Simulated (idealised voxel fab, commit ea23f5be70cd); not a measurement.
process module | voxel air gaps
cross-section cut | 215 nm wide | cells 5 nm
A cross-section is a grid of square cells, given in bands from the top down. A band is one or more rows of cells.
Each band's line starts with the height of the band's top and of its bottom, in nm. Then come its materials from left to right, each with its width in nm. One material with "throughout" fills the band from edge to edge. "air" is empty space.
Height 0 is the level under which the wafer as received is all one material. The lowest band goes on downwards, as in "0 down".
A width such as "30 to 40" changes by the same amount from each row of cells to the next, from the band's top row to its bottom row.
"no change" after a step means that no cell of the cross-section changed.
closed voids: empty space of 8 cells or more with no open way to the top, each as width x height at its distance from the left edge, in nm
after a step's settings: what the simulator itself notes on the step
overlay nm, on a step with a mask: how far to the right of its planned place the mask lay; to the left if negative
plan
1 op RECEIVE | material Si
2 op CONFORMAL_DEP | material SiO2 | thk nm 10
3 op CONFORMAL_DEP | material SiN | thk nm 5
4 op DIRECTIONAL_DEP | material SiO2 | thk nm 40
5 op DIRECTIONAL_DEP | material aC | thk nm 10
6 op PATTERN | tone open | mask id LINES | material resist | width nm 20 | pitch nm 45 | thk nm 25 | overlay nm -15
7 op DIRECTIONAL_ETCH | etch materials aC | depth nm 10
8 op STRIP | etch materials resist
9 op DIRECTIONAL_ETCH | etch materials SiO2 | depth nm 40
10 op STRIP | etch materials aC
11 op CONFORMAL_DEP | material TiN | thk nm 5
12 op FILL_DEP | material Ru | thk nm 5
13 op CMP | height nm 55
14 op EPI | material Ru | thk nm 10
15 op SELECTIVE_ETCH | etch materials SiO2 | depth nm 50
16 op CONFORMAL_DEP | material SiN | thk nm 5
varied across the wafers: overlay nm of step 6. The plan shows the first wafer's value. All wafers start alike
first wafer as received, after step 1
  0 down: Si throughout
  closed voids: none
first wafer at the end, after step 16
  70 to 65: SiN 185 | air 30
  65 to 55: SiN 5 | Ru 40 | SiN 5 | Ru 40 | SiN 5 | Ru 40 | SiN 5 | Ru 40 | SiN 5 | air 30
  55 to 50: SiN 15 | TiN 5 | Ru 10 | TiN 5 | SiN 25 | TiN 5 | Ru 10 | TiN 5 | SiN 25 | TiN 5 | Ru 10 | TiN 5 | SiN 25 | TiN 5 | Ru 10 | TiN 5 | SiN 15 | air 30
  50 to 20: air 10 | SiN 5 | TiN 5 | Ru 10 | TiN 5 | SiN 5 | air 15 | SiN 5 | TiN 5 | Ru 10 | TiN 5 | SiN 5 | air 15 | SiN 5 | TiN 5 | Ru 10 | TiN 5 | SiN 5 | air 15 | SiN 5 | TiN 5 | Ru 10 | TiN 5 | SiN 5 | air 40
  20 to 15: SiN 15 | TiN 20 | SiN 25 | TiN 20 | SiN 25 | TiN 20 | SiN 25 | TiN 20 | SiN 45
  15 to 10: SiN throughout
  10 to 0: SiO2 throughout
  0 down: Si throughout
  closed voids: 10 x 30 at 0; 15 x 30 at 40; 15 x 30 at 85; 15 x 30 at 130
last wafer at the end
  70 to 65: air 30 | SiN 185
  65 to 55: air 30 | SiN 5 | Ru 40 | SiN 5 | Ru 40 | SiN 5 | Ru 40 | SiN 5 | Ru 40 | SiN 5
  55 to 50: air 30 | SiN 15 | TiN 5 | Ru 10 | TiN 5 | SiN 25 | TiN 5 | Ru 10 | TiN 5 | SiN 25 | TiN 5 | Ru 10 | TiN 5 | SiN 25 | TiN 5 | Ru 10 | TiN 5 | SiN 15
  50 to 20: air 40 | SiN 5 | TiN 5 | Ru 10 | TiN 5 | SiN 5 | air 15 | SiN 5 | TiN 5 | Ru 10 | TiN 5 | SiN 5 | air 15 | SiN 5 | TiN 5 | Ru 10 | TiN 5 | SiN 5 | air 15 | SiN 5 | TiN 5 | Ru 10 | TiN 5 | SiN 5 | air 10
  20 to 15: SiN 45 | TiN 20 | SiN 25 | TiN 20 | SiN 25 | TiN 20 | SiN 25 | TiN 20 | SiN 15
  15 to 10: SiN throughout
  10 to 0: SiO2 throughout
  0 down: Si throughout
  closed voids: 15 x 30 at 70; 15 x 30 at 115; 15 x 30 at 160; 10 x 30 at 205
each wafer at the end: cells of each material gained (+) or lost (-) since it was received, then its closed voids
overlay nm -15 | +120 Ru | +186 SiN | +86 SiO2 | +72 TiN | closed voids: 10 x 30 at 0; 15 x 30 at 40; 15 x 30 at 85; 15 x 30 at 130
overlay nm -10 | +120 Ru | +186 SiN | +86 SiO2 | +72 TiN | closed voids: 15 x 30 at 45; 15 x 30 at 90; 15 x 30 at 135
overlay nm -5 | +120 Ru | +186 SiN | +86 SiO2 | +72 TiN | closed voids: 15 x 30 at 50; 15 x 30 at 95; 15 x 30 at 140
overlay nm 0 | +120 Ru | +186 SiN | +86 SiO2 | +72 TiN | closed voids: 15 x 30 at 55; 15 x 30 at 100; 15 x 30 at 145
overlay nm 5 | +120 Ru | +186 SiN | +86 SiO2 | +72 TiN | closed voids: 15 x 30 at 60; 15 x 30 at 105; 15 x 30 at 150
overlay nm 10 | +120 Ru | +186 SiN | +86 SiO2 | +72 TiN | closed voids: 15 x 30 at 65; 15 x 30 at 110; 15 x 30 at 155
overlay nm 15 | +120 Ru | +186 SiN | +86 SiO2 | +72 TiN | closed voids: 15 x 30 at 70; 15 x 30 at 115; 15 x 30 at 160; 10 x 30 at 205
